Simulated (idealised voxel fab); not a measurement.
Presented below is a process module, voxel self aligned contacts.
The cross-section shown here is cut; it is 260 nm wide and divided into square cells measuring 5 nm on a side.
A cross-section in this document is a grid of square cells, and it is written down as bands, the top band listed before the ones below it; a band is made up of one or more rows of cells.
Top, bottom (nm), then materials left to right with widths (nm); lone material tagged "all across" fills the whole band edge to edge; "blank" = empty space.
Heights are reckoned from 0. Under this level, the received wafer is all of one material. The bottommost band is open-ended downward, for example "0 and below".
A width given as "30..40" starts at the first number in the band's top row and ends at the second number in its bottom row, shifting by an equal amount at every step from row to row.
"same as before" -> step changed no cross-section cell.
Voids not open to the top, 8 cells minimum: see "Fully sealed voids". Written width x height at distance; distance is from the left edge; nm.
Heads up: the bit after the settings on a step's line is the simulator's remark on that step.
overlay nm: mask offset rightward from planned place, masked step; negative means leftward offset.
The process steps that were planned are listed below:
1 RECEIVE, material Si
2 CONFORMAL_DEP, material SiO2, thk nm 5
3 DIRECTIONAL_DEP, material polySi, thk nm 30
4 DIRECTIONAL_DEP, material SiN, thk nm 25
5 MASKED_ETCH, tone cover, mask id GATE, width nm 30, pitch nm 75, etch materials SiN, depth nm 25, overlay nm 0
6 MASKED_ETCH, tone cover, mask id GATE, width nm 30, pitch nm 75, etch materials polySi, depth nm 30, overlay nm 0
7 CONFORMAL_DEP, material SiN, thk nm 10
8 DIRECTIONAL_ETCH, etch materials SiN, depth nm 10
9 FILL_DEP, material SiO2, thk nm 15
10 CMP, height nm 65
11 MASKED_ETCH, tone open, mask id CONTACT, width nm 55, etch materials SiO2, depth nm 65, overlay nm 0
12 CONFORMAL_DEP, material TiN, thk nm 5
13 FILL_DEP, material W, thk nm 5
14 CMP, height nm 65
15 CONFORMAL_DEP, material SiN, thk nm 5
Below: the first of two wafers, run as planned:
Wafer at receipt (post step 1), cross-section:
> 0 and below | Si all across
> Fully sealed voids: none
The wafer, seen in cross-section, after step 2:
> 5 down to 0 | SiO2 all across
> Whatever lies below 0 is exactly as it was before.
The wafer, seen in cross-section, after step 3:
> 35 down to 5 | polySi all across
> Whatever lies below 5 is exactly as it was before.
The wafer, seen in cross-section, after step 4:
> 60 down to 35 | SiN all across
> Whatever lies below 35 is exactly as it was before.
The wafer, seen in cross-section, after step 5:
> 60 down to 35 | blank=75; SiN=30; blank=45; SiN=30; blank=80
> Whatever lies below 35 is exactly as it was before.
The wafer, seen in cross-section, after step 6:
> 60 down to 35 | blank=75; SiN=30; blank=45; SiN=30; blank=80
> 35 down to 5 | blank=75; polySi=30; blank=45; polySi=30; blank=80
> Whatever lies below 5 is exactly as it was before.
The wafer, seen in cross-section, after step 7:
> 70 down to 35 | blank=65; SiN=50; blank=25; SiN=50; blank=70
> 35 down to 15 | blank=65; SiN=10; polySi=30; SiN=10; blank=25; SiN=10; polySi=30; SiN=10; blank=70
> 15 down to 5 | SiN=75; polySi=30; SiN=45; polySi=30; SiN=80
> Whatever lies below 5 is exactly as it was before.
The wafer, seen in cross-section, after step 8:
> 60 down to 35 | blank=65; SiN=50; blank=25; SiN=50; blank=70
> 35 down to 5 | blank=65; SiN=10; polySi=30; SiN=10; blank=25; SiN=10; polySi=30; SiN=10; blank=70
> Whatever lies below 5 is exactly as it was before.
The wafer, seen in cross-section, after step 9:
> 75 down to 60 | SiO2 all across
> 60 down to 35 | SiO2=65; SiN=50; SiO2=25; SiN=50; SiO2=70
> 35 down to 5 | SiO2=65; SiN=10; polySi=30; SiN=10; SiO2=25; SiN=10; polySi=30; SiN=10; SiO2=70
> Whatever lies below 5 is exactly as it was before.
The wafer, seen in cross-section, after step 10:
> 65 down to 60 | SiO2 all across
> Whatever lies below 60 is exactly as it was before.
The wafer, seen in cross-section, after step 11:
> 65 down to 60 | SiO2=100; blank=55; SiO2=105
> 60 down to 35 | SiO2=65; SiN=50; blank=25; SiN=50; SiO2=70
> 35 down to 5 | SiO2=65; SiN=10; polySi=30; SiN=10; blank=25; SiN=10; polySi=30; SiN=10; SiO2=70
> 5 down to 0 | SiO2=115; blank=25; SiO2=120
> Whatever lies below 0 is exactly as it was before.
The wafer, seen in cross-section, after step 12:
> 70 down to 65 | TiN=105; blank=45; TiN=110
> 65 down to 60 | SiO2=100; TiN=20; blank=15; TiN=20; SiO2=105
> 60 down to 35 | SiO2=65; SiN=50; TiN=5; blank=15; TiN=5; SiN=50; SiO2=70
> 35 down to 5 | SiO2=65; SiN=10; polySi=30; SiN=10; TiN=5; blank=15; TiN=5; SiN=10; polySi=30; SiN=10; SiO2=70
> 5 down to 0 | SiO2=115; TiN=25; SiO2=120
> Whatever lies below 0 is exactly as it was before.
The wafer, seen in cross-section, after step 13:
> 75 down to 70 | W all across
> 70 down to 65 | TiN=105; W=45; TiN=110
> 65 down to 60 | SiO2=100; TiN=20; W=15; TiN=20; SiO2=105
> 60 down to 35 | SiO2=65; SiN=50; TiN=5; W=15; TiN=5; SiN=50; SiO2=70
> 35 down to 5 | SiO2=65; SiN=10; polySi=30; SiN=10; TiN=5; W=15; TiN=5; SiN=10; polySi=30; SiN=10; SiO2=70
> Whatever lies below 5 is exactly as it was before.
The wafer, seen in cross-section, after step 14:
> 65 down to 60 | SiO2=100; TiN=20; W=15; TiN=20; SiO2=105
> Whatever lies below 60 is exactly as it was before.
The wafer, seen in cross-section, after step 15:
> 70 down to 65 | SiN all across
> Whatever lies below 65 is exactly as it was before.
It is to be noted that the second wafer proceeded from the same initial state and according to the same plan as the first, although one mistake was committed in its execution; through step 5, inclusive, the two wafers share an identical history:
Cross-section of the second wafer when, according to plan, step 6 should have finished:
> 60 down to 35 | blank=75; SiN=30; blank=45; SiN=30; blank=80
> 35 down to 15 | blank=75; polySi=30; blank=45; polySi=30; blank=80
> Whatever lies below 15 is exactly as it was before.
Cross-section of the second wafer when, according to plan, step 7 should have finished:
> 70 down to 35 | blank=65; SiN=50; blank=25; SiN=50; blank=70
> 35 down to 25 | blank=65; SiN=10; polySi=30; SiN=10; blank=25; SiN=10; polySi=30; SiN=10; blank=70
> 25 down to 15 | SiN=75; polySi=30; SiN=45; polySi=30; SiN=80
> Whatever lies below 15 is exactly as it was before.
Cross-section of the second wafer when, according to plan, step 8 should have finished:
> 60 down to 35 | blank=65; SiN=50; blank=25; SiN=50; blank=70
> 35 down to 15 | blank=65; SiN=10; polySi=30; SiN=10; blank=25; SiN=10; polySi=30; SiN=10; blank=70
> Whatever lies below 15 is exactly as it was before.
Cross-section of the second wafer when, according to plan, step 9 should have finished:
> 75 down to 60 | SiO2 all across
> 60 down to 35 | SiO2=65; SiN=50; SiO2=25; SiN=50; SiO2=70
> 35 down to 15 | SiO2=65; SiN=10; polySi=30; SiN=10; SiO2=25; SiN=10; polySi=30; SiN=10; SiO2=70
> Whatever lies below 15 is exactly as it was before.
Cross-section of the second wafer when, according to plan, step 10 should have finished:
> 65 down to 60 | SiO2 all across
> Whatever lies below 60 is exactly as it was before.
Cross-section of the second wafer when, according to plan, step 11 should have finished:
> 65 down to 60 | SiO2=100; blank=55; SiO2=105
> 60 down to 35 | SiO2=65; SiN=50; blank=25; SiN=50; SiO2=70
> 35 down to 15 | SiO2=65; SiN=10; polySi=30; SiN=10; blank=25; SiN=10; polySi=30; SiN=10; SiO2=70
> Whatever lies below 15 is exactly as it was before.
Cross-section of the second wafer when, according to plan, step 12 should have finished:
> 70 down to 65 | TiN=105; blank=45; TiN=110
> 65 down to 60 | SiO2=100; TiN=20; blank=15; TiN=20; SiO2=105
> 60 down to 35 | SiO2=65; SiN=50; TiN=5; blank=15; TiN=5; SiN=50; SiO2=70
> 35 down to 20 | SiO2=65; SiN=10; polySi=30; SiN=10; TiN=5; blank=15; TiN=5; SiN=10; polySi=30; SiN=10; SiO2=70
> 20 down to 15 | SiO2=65; SiN=10; polySi=30; SiN=10; TiN=25; SiN=10; polySi=30; SiN=10; SiO2=70
> Whatever lies below 15 is exactly as it was before.
Cross-section of the second wafer when, according to plan, step 13 should have finished:
> 75 down to 70 | W all across
> 70 down to 65 | TiN=105; W=45; TiN=110
> 65 down to 60 | SiO2=100; TiN=20; W=15; TiN=20; SiO2=105
> 60 down to 35 | SiO2=65; SiN=50; TiN=5; W=15; TiN=5; SiN=50; SiO2=70
> 35 down to 20 | SiO2=65; SiN=10; polySi=30; SiN=10; TiN=5; W=15; TiN=5; SiN=10; polySi=30; SiN=10; SiO2=70
> Whatever lies below 20 is exactly as it was before.
Cross-section of the second wafer when, according to plan, step 14 should have finished:
> 65 down to 60 | SiO2=100; TiN=20; W=15; TiN=20; SiO2=105
> Whatever lies below 60 is exactly as it was before.
Cross-section of the second wafer when, according to plan, step 15 should have finished:
> 70 down to 65 | SiN all across
> Whatever lies below 65 is exactly as it was before.
Nonconformance to the process plan: step 6: run off-plan, actual operation and settings MASKED_ETCH, tone cover, mask id GATE, width nm 30, pitch nm 75, etch materials polySi, depth nm 20, overlay nm 0
Count the cells at the end and the second wafer has more or fewer of some materials than the first: -16 SiN | -49 SiO2 | -6 TiN | -9 W | +80 polySi
